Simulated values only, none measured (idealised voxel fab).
The document below concerns the process module designated voxel double patterning.
This is section cut - it's 160 nm across, gridded in 5 nm square cells.
How to read a cross-section here: the picture is a grid of square cells, written as bands going from the top down, and any band can span one or more rows of cells.
Band: top and bottom heights (nm) first, top before bottom; then materials from left to right, widths in nm. "full width" marks a sole material filling the band edge to edge. "empty" denotes empty space.
The level at which height equals 0 is the one under which the wafer, as it arrives, is entirely one material. No lower edge exists for the bottom band, which continues downward and is notated as in "0..down".
The width entry "30->40" should be interpreted row by row: the top row of cells in the band takes the first number, the bottom row takes the second number, and the change between adjacent rows is uniform throughout.
"no change occurred" -> step changed no cross-section cell.
Closed empty spaces (no open way to the top) of 8 cells or more are what "Enclosed void inventory" lists, each as width x height at distance from the left edge, nm for all three.
Read whatever lies past the settings on a step's line as the simulator's own remark about the step.
"overlay nm" denotes, for a step that has a mask, the displacement of the mask to the right of its planned place, with negative values corresponding to the left.
-- The planned process steps are enumerated hereunder
1. RECEIVE with material Si
2. CONFORMAL_DEP with material SiO2, thk nm 10
3. DIRECTIONAL_DEP with material W, thk nm 20
4. DIRECTIONAL_DEP with material SiCN, thk nm 5
5. MASKED_ETCH with tone open, mask id FIRST, width nm 15, pitch nm 50, etch materials SiCN, depth nm 5, overlay nm 0
6. MASKED_ETCH with tone open, mask id SECOND, width nm 15, pitch nm 50, etch materials SiCN, depth nm 5, overlay nm 0
7. DIRECTIONAL_ETCH with etch materials W, depth nm 20
8. STRIP with etch materials SiCN
-- What follows covers the first of two wafers; it ran as planned
-- Received-state cross-section, reflecting completion of step 1
	0..down  Si full width
	Enclosed void inventory: none
-- After step 2, in cross-section
	10..0  SiO2 full width
	At heights below 0, the structure remains unaltered.
-- After step 3, in cross-section
	30..10  W full width
	At heights below 10, the structure remains unaltered.
-- After step 4, in cross-section
	35..30  SiCN full width
	At heights below 30, the structure remains unaltered.
-- After step 5, in cross-section
	35..30  20 of SiCN / 15 of empty / 35 of SiCN / 15 of empty / 35 of SiCN / 15 of empty / 25 of SiCN
	At heights below 30, the structure remains unaltered.
-- After step 6, in cross-section
	35..30  20 of SiCN / 15 of empty / 10 of SiCN / 15 of empty / 10 of SiCN / 15 of empty / 10 of SiCN / 15 of empty / 10 of SiCN / 15 of empty / 25 of SiCN
	At heights below 30, the structure remains unaltered.
-- After step 7, in cross-section
	35..30  20 of SiCN / 15 of empty / 10 of SiCN / 15 of empty / 10 of SiCN / 15 of empty / 10 of SiCN / 15 of empty / 10 of SiCN / 15 of empty / 25 of SiCN
	30..10  20 of W / 15 of empty / 10 of W / 15 of empty / 10 of W / 15 of empty / 10 of W / 15 of empty / 10 of W / 15 of empty / 25 of W
	At heights below 10, the structure remains unaltered.
-- After step 8, in cross-section
	30..10  20 of W / 15 of empty / 10 of W / 15 of empty / 10 of W / 15 of empty / 10 of W / 15 of empty / 10 of W / 15 of empty / 25 of W
	At heights below 10, the structure remains unaltered.
-- Now the other wafer: same start, same recipe, but we messed up one thing when running it. Up to and including step 4 it's the same as the first one
-- Cross-section of the second wafer when, according to plan, step 5 should have finished
	35..30  20 of empty / 15 of SiCN / 35 of empty / 15 of SiCN / 35 of empty / 15 of SiCN / 25 of empty
	At heights below 30, the structure remains unaltered.
Cross-section of the second wafer when, according to plan, step 6 should have finished: no change occurred
-- Cross-section of the second wafer when, according to plan, step 7 should have finished
	35..30  20 of empty / 15 of SiCN / 35 of empty / 15 of SiCN / 35 of empty / 15 of SiCN / 25 of empty
	30..10  20 of empty / 15 of W / 35 of empty / 15 of W / 35 of empty / 15 of W / 25 of empty
	At heights below 10, the structure remains unaltered.
-- Cross-section of the second wafer when, according to plan, step 8 should have finished
	30..10  20 of empty / 15 of W / 35 of empty / 15 of W / 35 of empty / 15 of W / 25 of empty
	At heights below 10, the structure remains unaltered.
Processing error: step 5 ran as: MASKED_ETCH with tone cover, mask id FIRST, width nm 15, pitch nm 50, etch materials SiCN, depth nm 5, overlay nm 0
End check, counted in cells, second wafer has more or fewer of these materials than the first: -32 W
